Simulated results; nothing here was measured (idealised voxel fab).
process module | voxel wiring stack
cross-section cut | 205 nm wide | cells 5 nm
A cross-section is a grid of square cells, given in bands from the top down. A band is one or more rows of cells.
Each band's line starts with the height of the band's top and of its bottom, in nm. Then come its materials from left to right, each with its width in nm. One material with "throughout" fills the band from edge to edge. "air" is empty space.
Height 0 is the level under which the wafer as received is all one material. The lowest band goes on downwards, as in "0 down".
A width such as "30 to 40" changes by the same amount from each row of cells to the next, from the band's top row to its bottom row.
"no change" after a step means that no cell of the cross-section changed.
closed voids: empty space of 8 cells or more with no open way to the top, each as width x height at its distance from the left edge, in nm
after a step's settings: what the simulator itself notes on the step
overlay nm, on a step with a mask: how far to the right of its planned place the mask lay; to the left if negative
plan
1 op RECEIVE | material Si
2 op CONFORMAL_DEP | material SiO2 | thk nm 15
3 op CONFORMAL_DEP | material SiCN | thk nm 5
4 op DIRECTIONAL_DEP | material lowk | thk nm 25
5 op DIRECTIONAL_DEP | material aC | thk nm 10
6 op PATTERN | tone open | mask id METAL_1 | material resist | width nm 25 | pitch nm 50 | thk nm 30 | overlay nm 0
7 op DIRECTIONAL_ETCH | etch materials aC | depth nm 10
8 op STRIP | etch materials resist
9 op DIRECTIONAL_ETCH | etch materials lowk | depth nm 25
10 op DIRECTIONAL_ETCH | etch materials SiCN | depth nm 5
11 op STRIP | etch materials aC
12 op CONFORMAL_DEP | material TiN | thk nm 5
13 op FILL_DEP | material Cu | thk nm 10
14 op CMP | height nm 45
15 op CONFORMAL_DEP | material SiCN | thk nm 5
16 op DIRECTIONAL_DEP | material lowk | thk nm 15
17 op DIRECTIONAL_DEP | material aC | thk nm 15
18 op PATTERN | tone open | mask id PLUG_1 | material resist | width nm 15 | pitch nm 50 | thk nm 30 | overlay nm 0
19 op DIRECTIONAL_ETCH | etch materials aC | depth nm 15
20 op STRIP | etch materials resist
21 op DIRECTIONAL_ETCH | etch materials lowk | depth nm 15
22 op DIRECTIONAL_ETCH | etch materials SiCN | depth nm 5
23 op STRIP | etch materials aC
24 op CONFORMAL_DEP | material TiN | thk nm 5
25 op FILL_DEP | material Ru | thk nm 5
26 op CMP | height nm 65
27 op DIRECTIONAL_DEP | material TiN | thk nm 5
28 op DIRECTIONAL_DEP | material W | thk nm 20
29 op MASKED_ETCH | tone cover | mask id METAL_2 | width nm 25 | pitch nm 50 | etch materials W | depth nm 10 | overlay nm 0
30 op MASKED_ETCH | tone cover | mask id METAL_2 | width nm 25 | pitch nm 50 | etch materials TiN | depth nm 5 | overlay nm 0
31 op FILL_DEP | material SiO2 | thk nm 5
32 op CMP | height nm 90
33 op CONFORMAL_DEP | material SiN | thk nm 5
varied across the wafers: depth nm of step 29. The plan shows the first wafer's value. All wafers start alike
first wafer as received, after step 1
  0 down: Si throughout
  closed voids: none
each wafer at the end: cells of each material gained (+) or lost (-) since it was received, then its closed voids
depth nm 10 | +45 Cu | +9 Ru | +58 SiCN | +41 SiN | +175 SiO2 | +113 TiN | +112 W | +226 lowk | closed voids: none
depth nm 15 | +45 Cu | +9 Ru | +58 SiCN | +41 SiN | +201 SiO2 | +113 TiN | +86 W | +226 lowk | closed voids: none
depth nm 20 | +45 Cu | +9 Ru | +58 SiCN | +41 SiN | +253 SiO2 | +87 TiN | +60 W | +226 lowk | closed voids: none
depth nm 25 | +45 Cu | +9 Ru | +58 SiCN | +41 SiN | +253 SiO2 | +87 TiN | +60 W | +226 lowk | closed voids: none
depth nm 30 | +45 Cu | +9 Ru | +58 SiCN | +41 SiN | +253 SiO2 | +87 TiN | +60 W | +226 lowk | closed voids: none
depth nm 35 | +45 Cu | +9 Ru | +58 SiCN | +41 SiN | +253 SiO2 | +87 TiN | +60 W | +226 lowk | closed voids: none
